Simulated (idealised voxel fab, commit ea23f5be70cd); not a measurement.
Process module in this document: voxel air gaps
cross-section cut | 210 nm wide | cells 5 nm
Cross-sections here: square-cell grids, written as top-down lists of bands, a band being one or more rows of cells.
Within each band entry, the heights of the top and of the bottom of the band appear first, in that order and in nm; the materials of the band then follow from left to right, each with its corresponding width in nm. The designation "full width" on a single material indicates that it fills the band from edge to edge; the designation "blank" indicates empty space.
Zero point of the height axis is 0; under it, received wafer = one material. Lowest band: continues down indefinitely, "0 and below".
A two-number width, for instance "30 to 40", indicates that the width is equal to the first number in the top row of the band and to the second number in the bottom row, and that it changes by a constant amount per row of cells.
When a step is marked "identical to before", none of the cells in the cross-section changed during that step.
Each empty space that has no open way to the top and spans at least 8 cells appears under "Sealed-off cavities" as width x height at distance, the distance counted from the left edge, all in nm.
Text after the settings on a step's line: the simulator's own remark on that step.
The setting "overlay nm" may be written on the line of a step. When the step uses a mask, the value reports how far to the right of the planned place the mask lay, and a negative value reports that it lay to the left.
THE STEPS PLANNED FOR THE PROCESS ARE AS FOLLOWS
1) RECEIVE [material Si]
2) CONFORMAL_DEP [material SiO2] [thk nm 15]
3) CONFORMAL_DEP [material SiN] [thk nm 5]
4) DIRECTIONAL_DEP [material SiO2] [thk nm 40]
5) PATTERN [tone open] [mask id LINES] [material resist] [width nm 15] [pitch nm 45] [thk nm 20] [overlay nm 0]
6) DIRECTIONAL_ETCH [etch materials SiO2] [depth nm 40]
7) STRIP [etch materials resist]
8) CONFORMAL_DEP [material TiN] [thk nm 5]
9) FILL_DEP [material W] [thk nm 5]
10) CMP [height nm 60]
11) EPI [material Ru] [thk nm 10]
12) SELECTIVE_ETCH [etch materials SiO2] [depth nm 50]
13) CONFORMAL_DEP [material SiN] [thk nm 5]
AS-RECEIVED WAFER CROSS-SECTION (AFTER STEP 1)
- 0 and below = Si full width
- Sealed-off cavities: none
CROSS-SECTIONAL IMAGE OF THE FIRST OF TWO WAFERS AT THE END OF THE MODULE, THE RUN HAVING PROCEEDED AS PLANNED
- 75 down to 70 = blank: 15 / SiN: 180 / blank: 15
- 70 down to 60 = blank: 15 / SiN: 5 / Ru: 35 / SiN: 10 / Ru: 35 / SiN: 10 / Ru: 35 / SiN: 10 / Ru: 35 / SiN: 5 / blank: 15
- 60 down to 55 = blank: 15 / SiN: 15 / TiN: 5 / W: 5 / TiN: 5 / SiN: 30 / TiN: 5 / W: 5 / TiN: 5 / SiN: 30 / TiN: 5 / W: 5 / TiN: 5 / SiN: 30 / TiN: 5 / W: 5 / TiN: 5 / SiN: 15 / blank: 15
- 55 down to 25 = blank: 25 / SiN: 5 / TiN: 5 / W: 5 / TiN: 5 / SiN: 5 / blank: 20 / SiN: 5 / TiN: 5 / W: 5 / TiN: 5 / SiN: 5 / blank: 20 / SiN: 5 / TiN: 5 / W: 5 / TiN: 5 / SiN: 5 / blank: 20 / SiN: 5 / TiN: 5 / W: 5 / TiN: 5 / SiN: 5 / blank: 25
- 25 down to 20 = SiN: 30 / TiN: 15 / SiN: 30 / TiN: 15 / SiN: 30 / TiN: 15 / SiN: 30 / TiN: 15 / SiN: 30
- 20 down to 15 = SiN full width
- 15 down to 0 = SiO2 full width
- 0 and below = Si full width
- Sealed-off cavities: 20 x 30 at 50; 20 x 30 at 95; 20 x 30 at 140
MODULE END: CROSS-SECTION OF WAFER TWO OF TWO. SAME START AND PROCESS PLAN AS THE FIRST WAFER. ONE MISTAKE DURING EXECUTION
- 75 down to 70 = blank: 15 / SiN: 180 / blank: 15
- 70 down to 60 = blank: 15 / SiN: 5 / Ru: 35 / SiN: 10 / Ru: 35 / SiN: 10 / Ru: 35 / SiN: 10 / Ru: 35 / SiN: 5 / blank: 15
- 60 down to 55 = blank: 15 / SiN: 15 / Ru: 5 / W: 5 / Ru: 5 / SiN: 30 / Ru: 5 / W: 5 / Ru: 5 / SiN: 30 / Ru: 5 / W: 5 / Ru: 5 / SiN: 30 / Ru: 5 / W: 5 / Ru: 5 / SiN: 15 / blank: 15
- 55 down to 25 = blank: 25 / SiN: 5 / Ru: 5 / W: 5 / Ru: 5 / SiN: 5 / blank: 20 / SiN: 5 / Ru: 5 / W: 5 / Ru: 5 / SiN: 5 / blank: 20 / SiN: 5 / Ru: 5 / W: 5 / Ru: 5 / SiN: 5 / blank: 20 / SiN: 5 / Ru: 5 / W: 5 / Ru: 5 / SiN: 5 / blank: 25
- 25 down to 20 = SiN: 30 / Ru: 15 / SiN: 30 / Ru: 15 / SiN: 30 / Ru: 15 / SiN: 30 / Ru: 15 / SiN: 30
- 20 down to 15 = SiN full width
- 15 down to 0 = SiO2 full width
- 0 and below = Si full width
- Sealed-off cavities: 20 x 30 at 50; 20 x 30 at 95; 20 x 30 at 140
What broke from the plan during processing? note that step 8 departed from the planned setting and was carried out as CONFORMAL_DEP [material Ru] [thk nm 5]
Cell-count delta at end, second wafer over first, by material: Ru +68, TiN -68
